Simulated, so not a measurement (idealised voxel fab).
process module | voxel wiring stack
cross-section cut | 180 nm wide | cells 5 nm
A cross-section is a grid of square cells, given in bands from the top down. A band is one or more rows of cells.
Each band's line starts with the height of the band's top and of its bottom, in nm. Then come its materials from left to right, each with its width in nm. One material with "throughout" fills the band from edge to edge. "air" is empty space.
Height 0 is the level under which the wafer as received is all one material. The lowest band goes on downwards, as in "0 down".
A width such as "30 to 40" changes by the same amount from each row of cells to the next, from the band's top row to its bottom row.
"no change" after a step means that no cell of the cross-section changed.
closed voids: empty space of 8 cells or more with no open way to the top, each as width x height at its distance from the left edge, in nm
after a step's settings: what the simulator itself notes on the step
overlay nm, on a step with a mask: how far to the right of its planned place the mask lay; to the left if negative
plan
1 op RECEIVE | material Si
2 op CONFORMAL_DEP | material SiO2 | thk nm 10
3 op DIRECTIONAL_DEP | material TiN | thk nm 5
4 op DIRECTIONAL_DEP | material Ru | thk nm 15
5 op DIRECTIONAL_DEP | material aC | thk nm 15
6 op PATTERN | tone cover | mask id METAL_1 | material resist | width nm 20 | pitch nm 50 | thk nm 35 | overlay nm 0
7 op DIRECTIONAL_ETCH | etch materials aC | depth nm 15
8 op STRIP | etch materials resist
9 op DIRECTIONAL_ETCH | etch materials Ru | depth nm 15
10 op DIRECTIONAL_ETCH | etch materials TiN | depth nm 5
11 op STRIP | etch materials aC
12 op FILL_DEP | material SiO2 | thk nm 10
13 op CMP | height nm 30
14 op CONFORMAL_DEP | material SiCN | thk nm 5
15 op DIRECTIONAL_DEP | material lowk | thk nm 15
16 op MASKED_ETCH | tone open | mask id PLUG_1 | width nm 15 | pitch nm 100 | etch materials lowk | depth nm 15 | overlay nm 0
17 op MASKED_ETCH | tone open | mask id PLUG_1 | width nm 15 | pitch nm 100 | etch materials SiCN | depth nm 5 | overlay nm 0
18 op CONFORMAL_DEP | material TiN | thk nm 5
19 op FILL_DEP | material Cu | thk nm 10
20 op CMP | height nm 50
21 op CONFORMAL_DEP | material SiCN | thk nm 5
22 op DIRECTIONAL_DEP | material SiO2 | thk nm 15
23 op MASKED_ETCH | tone open | mask id METAL_2 | width nm 20 | pitch nm 50 | etch materials SiO2 | depth nm 15 | overlay nm 0
24 op MASKED_ETCH | tone open | mask id METAL_2 | width nm 20 | pitch nm 50 | etch materials SiCN | depth nm 5 | overlay nm 0
25 op CONFORMAL_DEP | material TiN | thk nm 5
26 op FILL_DEP | material Ru | thk nm 5
27 op CMP | height nm 70
28 op CONFORMAL_DEP | material SiCN | thk nm 5
29 op DIRECTIONAL_DEP | material SiO2 | thk nm 15
30 op MASKED_ETCH | tone open | mask id PLUG_2 | width nm 15 | pitch nm 100 | etch materials SiO2 | depth nm 15 | overlay nm 0
31 op MASKED_ETCH | tone open | mask id PLUG_2 | width nm 15 | pitch nm 100 | etch materials SiCN | depth nm 5 | overlay nm 0
32 op EPI | material Ru | thk nm 10
33 op EPI | material Ru | thk nm 10
34 op CONFORMAL_DEP | material SiN | thk nm 5
35 op DIRECTIONAL_DEP | material lowk | thk nm 15
36 op MASKED_ETCH | tone open | mask id METAL_3 | width nm 20 | pitch nm 50 | etch materials lowk | depth nm 15 | overlay nm 0
37 op MASKED_ETCH | tone open | mask id METAL_3 | width nm 20 | pitch nm 50 | etch materials SiN | depth nm 5 | overlay nm 0
38 op CONFORMAL_DEP | material TiN | thk nm 5
39 op FILL_DEP | material Cu | thk nm 10
40 op CMP | height nm 110
41 op EPI | material Ru | thk nm 5
42 op FILL_DEP | material SiCN | thk nm 5
43 op DIRECTIONAL_DEP | material SiO2 | thk nm 25
44 op MASKED_ETCH | tone open | mask id METAL_4 | width nm 20 | pitch nm 50 | etch materials SiO2 | depth nm 15 | overlay nm 0
45 op MASKED_ETCH | tone open | mask id METAL_4_HOLES | width nm 15 | pitch nm 50 | etch materials SiO2 | depth nm 10 | overlay nm 0
46 op MASKED_ETCH | tone open | mask id METAL_4_HOLES | width nm 15 | pitch nm 50 | etch materials SiCN | depth nm 5 | overlay nm 0
47 op CONFORMAL_DEP | material TiN | thk nm 5
48 op FILL_DEP | material Cu | thk nm 10
49 op CMP | height nm 145
50 op CONFORMAL_DEP | material SiN | thk nm 5
as received, after step 1
  0 down: Si throughout
  closed voids: none
first wafer at the end, as planned
  150 to 145: SiN throughout
  145 to 135: SiO2 30 | TiN 5 | Cu 10 | TiN 5 | SiO2 30 | TiN 5 | Cu 10 | TiN 5 | SiO2 30 | TiN 5 | Cu 10 | TiN 5 | SiO2 30
  135 to 130: SiO2 30 | TiN 5 | Cu 5 | TiN 10 | SiO2 30 | TiN 5 | Cu 5 | TiN 10 | SiO2 30 | TiN 5 | Cu 5 | TiN 10 | SiO2 30
  130 to 120: SiO2 30 | TiN 5 | Cu 5 | TiN 5 | SiO2 35 | TiN 5 | Cu 5 | TiN 5 | SiO2 35 | TiN 5 | Cu 5 | TiN 5 | SiO2 35
  120 to 115: SiCN 30 | TiN 15 | SiCN 35 | TiN 15 | SiCN 35 | TiN 15 | SiCN 35
  115 to 110: SiCN 25 | Ru 30 | SiCN 20 | Ru 30 | SiCN 20 | Ru 30 | SiCN 25
  110 to 95: lowk 30 | TiN 5 | Cu 10 | TiN 5 | lowk 30 | TiN 5 | Cu 10 | TiN 5 | lowk 30 | TiN 5 | Cu 10 | TiN 5 | lowk 30
  95 to 90: SiN 30 | TiN 20 | SiN 30 | TiN 20 | SiN 30 | TiN 20 | SiN 30
  90 to 75: SiO2 30 | Ru 15 | SiO2 85 | Ru 15 | SiO2 35
  75 to 70: SiCN 30 | Ru 15 | SiCN 85 | Ru 15 | SiCN 35
  70 to 55: SiO2 30 | TiN 5 | Ru 10 | TiN 5 | SiO2 30 | TiN 5 | Ru 10 | TiN 5 | SiO2 30 | TiN 5 | Ru 10 | TiN 5 | SiO2 30
  55 to 50: SiCN 30 | TiN 20 | SiCN 30 | TiN 20 | SiCN 30 | TiN 20 | SiCN 30
  50 to 35: lowk 30 | TiN 5 | Cu 5 | TiN 5 | lowk 85 | TiN 5 | Cu 5 | TiN 5 | lowk 35
  35 to 30: SiCN 30 | TiN 15 | SiCN 85 | TiN 15 | SiCN 35
  30 to 15: SiO2 30 | Ru 20 | SiO2 30 | Ru 20 | SiO2 30 | Ru 20 | SiO2 30
  15 to 10: SiO2 30 | TiN 20 | SiO2 30 | TiN 20 | SiO2 30 | TiN 20 | SiO2 30
  10 to 0: SiO2 throughout
  0 down: Si throughout
  closed voids: none
second wafer at the end: like start, like plan, one mistake
  150 to 145: SiN throughout
  145 to 135: SiO2 30 | TiN 5 | Cu 10 | TiN 5 | SiO2 30 | TiN 5 | Cu 10 | TiN 5 | SiO2 30 | TiN 5 | Cu 10 | TiN 5 | SiO2 30
  135 to 130: SiO2 30 | TiN 5 | Cu 5 | TiN 10 | SiO2 30 | TiN 5 | Cu 5 | TiN 10 | SiO2 30 | TiN 5 | Cu 5 | TiN 10 | SiO2 30
  130 to 120: SiO2 30 | TiN 5 | Cu 5 | TiN 5 | SiO2 35 | TiN 5 | Cu 5 | TiN 5 | SiO2 35 | TiN 5 | Cu 5 | TiN 5 | SiO2 35
  120 to 115: SiCN 30 | TiN 15 | SiCN 35 | TiN 15 | SiCN 35 | TiN 15 | SiCN 35
  115 to 110: SiCN 25 | Ru 30 | SiCN 20 | Ru 30 | SiCN 20 | Ru 30 | SiCN 25
  110 to 95: lowk 30 | TiN 5 | Cu 10 | TiN 5 | lowk 30 | TiN 5 | Cu 10 | TiN 5 | lowk 30 | TiN 5 | Cu 10 | TiN 5 | lowk 30
  95 to 90: SiN 30 | TiN 20 | SiN 30 | TiN 20 | SiN 30 | TiN 20 | SiN 30
  90 to 85: SiCN 30 | SiN 5 | TiN 5 | SiN 5 | SiCN 85 | SiN 5 | TiN 5 | SiN 5 | SiCN 35
  85 to 70: SiO2 throughout
  70 to 55: SiO2 30 | TiN 5 | Ru 10 | TiN 5 | SiO2 30 | TiN 5 | Ru 10 | TiN 5 | SiO2 30 | TiN 5 | Ru 10 | TiN 5 | SiO2 30
  55 to 50: SiCN 30 | TiN 20 | SiCN 30 | TiN 20 | SiCN 30 | TiN 20 | SiCN 30
  50 to 35: lowk 30 | TiN 5 | Cu 5 | TiN 5 | lowk 85 | TiN 5 | Cu 5 | TiN 5 | lowk 35
  35 to 30: SiCN 30 | TiN 15 | SiCN 85 | TiN 15 | SiCN 35
  30 to 15: SiO2 30 | Ru 20 | SiO2 30 | Ru 20 | SiO2 30 | Ru 20 | SiO2 30
  15 to 10: SiO2 30 | TiN 20 | SiO2 30 | TiN 20 | SiO2 30 | TiN 20 | SiO2 30
  10 to 0: SiO2 throughout
  0 down: Si throughout
  closed voids: none
what went wrong: steps 28 and 29 were swapped
at the end the second wafer has, in cells: 24 fewer of Ru | 4 more of SiN | 18 more of SiO2 | 2 more of TiN
